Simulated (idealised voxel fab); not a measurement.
process module | voxel gate over fins
205 nm wide, 5 nm square cells: that's cross-section cut.
Bands, listed from the top down, are how a cross-section gets written in this document; the cross-section itself is a grid of square cells, and a band is one or more rows of them.
Band entry format. Leading values: height of top, height of bottom, nm. Remainder: materials in left-to-right order, each with its width in nm. Special words: "edge to edge" on a single material, which then fills the band edge to edge; "air", empty space.
Heights are reckoned from 0. Under this level, the received wafer is all of one material. The bottommost band is open-ended downward, for example "z 0 and below".
Read "30 to 40" as a graded width: first number on top, second number at the bottom, same change between each pair of neighbouring rows.
Where a step carries "remained unchanged", the cross-section came out of it unchanged, cell for cell.
Empty spaces counting at least 8 cells and having no open way to the top are listed in "Voids lacking openings". The notation width x height at distance is used for each, the distance being from the left edge and all three values in nm.
Where a step's line continues beyond its settings, the continuation is a remark by the simulator itself on that step.
"overlay nm" answers the question of how far to the right of plan the mask lay on a step that has a mask, and when it is negative the answer is to the left.
# Here's what the planned process steps look like
step 1: RECEIVE, material Si
step 2: CONFORMAL_DEP, material SiN, thk nm 10
step 3: DIRECTIONAL_DEP, material aC, thk nm 10
step 4: PATTERN, tone cover, mask id FINS, material resist, width nm 15, pitch nm 40, thk nm 25, overlay nm 0
step 5: DIRECTIONAL_ETCH, etch materials aC, depth nm 10
step 6: STRIP, etch materials resist
step 7: DIRECTIONAL_ETCH, etch materials SiN, depth nm 10
step 8: DIRECTIONAL_ETCH, etch materials Si, depth nm 40
step 9: STRIP, etch materials aC
step 10: OXIDIZE, depth nm 5
step 11: FILL_DEP, material SiO2, thk nm 15
step 12: CMP, height nm 10
step 13: SELECTIVE_ETCH, etch materials SiO2, depth nm 20
step 14: STRIP, etch materials SiN
step 15: CONFORMAL_DEP, material HfO2, thk nm 5
step 16: CONFORMAL_DEP, material TiN, thk nm 5
step 17: FILL_DEP, material W, thk nm 10
step 18: CMP, height nm 15
step 19: CONFORMAL_DEP, material SiCN, thk nm 5
# Cross-sectional view of the wafer in its as-received condition, corresponding to the state after step 1
* z 0 and below = Si edge to edge
* Voids lacking openings: none
# First wafer of two, sectioned at end of module; run went per plan
* z 20 to 15 = SiCN edge to edge
* z 15 to 10 = W edge to edge
* z 10 to 5 = W 30, then TiN 25, then W 15, then TiN 25, then W 15, then TiN 25, then W 15, then TiN 25, then W 30
* z 5 to 0 = W 30, then TiN 5, then HfO2 15, then TiN 5, then W 15, then TiN 5, then HfO2 15, then TiN 5, then W 15, then TiN 5, then HfO2 15, then TiN 5, then W 15, then TiN 5, then HfO2 15, then TiN 5, then W 30
* z 0 to -5 = TiN 35, then HfO2 5, then Si 5, then HfO2 5, then TiN 25, then HfO2 5, then Si 5, then HfO2 5, then TiN 25, then HfO2 5, then Si 5, then HfO2 5, then TiN 25, then HfO2 5, then Si 5, then HfO2 5, then TiN 35
* z -5 to -10 = HfO2 40, then Si 5, then HfO2 35, then Si 5, then HfO2 35, then Si 5, then HfO2 35, then Si 5, then HfO2 40
* z -10 to -45 = SiO2 40, then Si 5, then SiO2 35, then Si 5, then SiO2 35, then Si 5, then SiO2 35, then Si 5, then SiO2 40
* z -45 and below = Si edge to edge
* Voids lacking openings: none
# Second of two wafers, module complete, sectioned: it shares the first wafer's start and plan but was run with one mistake
* z 20 to 15 = SiCN edge to edge
* z 15 to 10 = W 20, then TiN 5, then HfO2 35, then TiN 5, then HfO2 35, then TiN 5, then HfO2 35, then TiN 5, then HfO2 35, then TiN 5, then W 20
* z 10 to 5 = TiN 25, then HfO2 35, then TiN 5, then HfO2 35, then TiN 5, then HfO2 35, then TiN 5, then HfO2 35, then TiN 25
* z 5 to 0 = HfO2 edge to edge
* z 0 to -10 = HfO2 40, then Si 5, then HfO2 35, then Si 5, then HfO2 35, then Si 5, then HfO2 35, then Si 5, then HfO2 40
* z -10 to -45 = SiO2 40, then Si 5, then SiO2 35, then Si 5, then SiO2 35, then Si 5, then SiO2 35, then Si 5, then SiO2 40
* z -45 and below = Si edge to edge
* Voids lacking openings: none
Short version of what went wrong: planned and actual differ for step 15; actual: CONFORMAL_DEP, material HfO2, thk nm 15
Final cells, second wafer relative to first, materials higher or lower: HfO2 +114, TiN -39, W -75
